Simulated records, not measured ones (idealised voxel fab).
Title: Process Module voxel capacitor over wiring
It is cross-section cut that appears here, measuring 250 nm in width, its square cells being 5 nm in size.
In this document a cross-section is written as a grid of square cells. It is given as a series of bands, listed from the top down, and a band is one or more rows of cells.
Within each band entry, the heights of the top and of the bottom of the band appear first, in that order and in nm; the materials of the band then follow from left to right, each with its corresponding width in nm. The designation "throughout" on a single material indicates that it fills the band from edge to edge; the designation "air" indicates empty space.
The level at which height equals 0 is the one under which the wafer, as it arrives, is entirely one material. No lower edge exists for the bottom band, which continues downward and is notated as in "0 -> down".
Quick explanation for "30..40": the width changes in equal steps down the rows of cells, from the first number in the band's top row to the second number in its bottom row.
Where the words "no alteration" appear for a step, the cross-section shows no cell changed by that step; every cell remained as before.
Entry "Encapsulated voids". Content: empty spaces with no open connection to the top, size 8 cells or greater. Each: width x height at distance. Distance: from left edge. Unit: nm.
Read whatever lies past the settings on a step's line as the simulator's own remark about the step.
"overlay nm" denotes, for a step that has a mask, the displacement of the mask to the right of its planned place, with negative values corresponding to the left.

SET OUT BELOW ARE THE PLANNED STEPS OF THE PROCESS
1: op RECEIVE | material Si
2: op CONFORMAL_DEP | material SiO2 | thk nm 10
3: op CONFORMAL_DEP | material SiN | thk nm 5
4: op DIRECTIONAL_DEP | material lowk | thk nm 20
5: op PATTERN | tone open | mask id METAL_1 | material resist | width nm 20 | pitch nm 90 | thk nm 15 | overlay nm 0
6: op DIRECTIONAL_ETCH | etch materials lowk | depth nm 20
7: op DIRECTIONAL_ETCH | etch materials SiN | depth nm 5
8: op STRIP | etch materials resist
9: op CONFORMAL_DEP | material TiN | thk nm 5
10: op FILL_DEP | material Ru | thk nm 10
11: op CMP | height nm 35
12: op EPI | material Ru | thk nm 5
13: op FILL_DEP | material SiCN | thk nm 5
14: op DIRECTIONAL_DEP | material SiO2 | thk nm 15
15: op PATTERN | tone open | mask id PLUG_1 | material resist | width nm 15 | thk nm 15 | overlay nm 0
16: op DIRECTIONAL_ETCH | etch materials SiO2 | depth nm 15
17: op DIRECTIONAL_ETCH | etch materials SiCN | depth nm 5
18: op STRIP | etch materials resist
19: op EPI | material Ru | thk nm 10
20: op EPI | material Ru | thk nm 10
21: op DIRECTIONAL_DEP | material TiN | thk nm 10
22: op DIRECTIONAL_DEP | material SiN | thk nm 5
23: op DIRECTIONAL_DEP | material TiN | thk nm 10
24: op PATTERN | tone cover | mask id UPPER_PLATE | material resist | width nm 75 | thk nm 20 | overlay nm 0
25: op DIRECTIONAL_ETCH | etch materials TiN | depth nm 10
26: op DIRECTIONAL_ETCH | etch materials SiN | depth nm 5
27: op STRIP | etch materials resist
28: op PATTERN | tone cover | mask id LOWER_PLATE | material resist | width nm 85 | thk nm 15 | overlay nm 0
29: op DIRECTIONAL_ETCH | etch materials TiN | depth nm 10
30: op STRIP | etch materials resist
31: op FILL_DEP | material SiO2 | thk nm 15
32: op CMP | height nm 95
33: op PATTERN | tone open | mask id PLUG_2 | material resist | width nm 15 | thk nm 15 | overlay nm 0
34: op DIRECTIONAL_ETCH | etch materials SiO2 | depth nm 10
35: op STRIP | etch materials resist
36: op CONFORMAL_DEP | material TiN | thk nm 5
37: op FILL_DEP | material Ru | thk nm 5
38: op CMP | height nm 95
39: op CONFORMAL_DEP | material SiN | thk nm 5

WAFER CROSS-SECTION ON RECEIPT, I.E. AFTER STEP 1
	0 -> down = Si throughout
	Encapsulated voids: none

BELOW IS THE WAFER IN CROSS-SECTION AFTER THE MODULE WAS COMPLETED. IT BEGAN FROM THE STARTING POINT SHOWN ABOVE AND FOLLOWED THE PLAN SHOWN ABOVE, EXCEPT THAT ONE MISTAKE WAS MADE WHILE RUNNING IT
	100 -> 95 = SiN throughout
	95 -> 90 = 85 SiO2 / 5 TiN / 5 Ru / 5 TiN / 150 SiO2
	90 -> 85 = 85 SiO2 / 15 TiN / 150 SiO2
	85 -> 75 = 75 SiO2 / 75 TiN / 100 SiO2
	75 -> 70 = 75 SiO2 / 75 SiN / 100 SiO2
	70 -> 60 = 70 SiO2 / 85 TiN / 95 SiO2
	60 -> 45 = 75 SiO2 / 15 Ru / 160 SiO2
	45 -> 40 = 75 SiCN / 15 Ru / 160 SiCN
	40 -> 35 = 65 SiCN / 30 Ru / 60 SiCN / 30 Ru / 65 SiCN
	35 -> 15 = 70 lowk / 5 TiN / 10 lowk / 5 TiN / 70 lowk / 5 TiN / 10 lowk / 5 TiN / 70 lowk
	15 -> 10 = 70 SiN / 20 TiN / 70 SiN / 20 TiN / 70 SiN
	10 -> 0 = SiO2 throughout
	0 -> down = Si throughout
	Encapsulated voids: none
Which mistake was made when the wafer was run? step 10 ran as: op FILL_DEP | material lowk | thk nm 10
